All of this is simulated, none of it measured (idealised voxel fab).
process module | voxel tone inversion
cross-section cut | 150 nm wide | cells 5 nm
A cross-section is a grid of square cells, given in bands from the top down. A band is one or more rows of cells.
Each band's line starts with the height of the band's top and of its bottom, in nm. Then come its materials from left to right, each with its width in nm. One material with "throughout" fills the band from edge to edge. "air" is empty space.
Height 0 is the level under which the wafer as received is all one material. The lowest band goes on downwards, as in "0 down".
A width such as "30 to 40" changes by the same amount from each row of cells to the next, from the band's top row to its bottom row.
"no change" after a step means that no cell of the cross-section changed.
closed voids: empty space of 8 cells or more with no open way to the top, each as width x height at its distance from the left edge, in nm
after a step's settings: what the simulator itself notes on the step
overlay nm, on a step with a mask: how far to the right of its planned place the mask lay; to the left if negative
plan
1 op RECEIVE | material Si
2 op CONFORMAL_DEP | material SiN | thk nm 5
3 op DIRECTIONAL_DEP | material aC | thk nm 15
4 op PATTERN | tone cover | mask id POSTS | material resist | width nm 25 | pitch nm 40 | thk nm 25 | overlay nm 0
5 op DIRECTIONAL_ETCH | etch materials aC | depth nm 15
6 op STRIP | etch materials resist
7 op FILL_DEP | material SiO2 | thk nm 10
8 op CMP | height nm 20
9 op STRIP | etch materials aC
as received, after step 1
  0 down: Si throughout
  closed voids: none
a wafer at the end: this start, this plan, one mistake
  20 to 5: SiO2 40 | air 25 | SiO2 15 | air 25 | SiO2 45
  5 to 0: SiO2 throughout
  0 down: Si throughout
  closed voids: none
what went wrong: step 2 ran as: op CONFORMAL_DEP | material SiO2 | thk nm 5
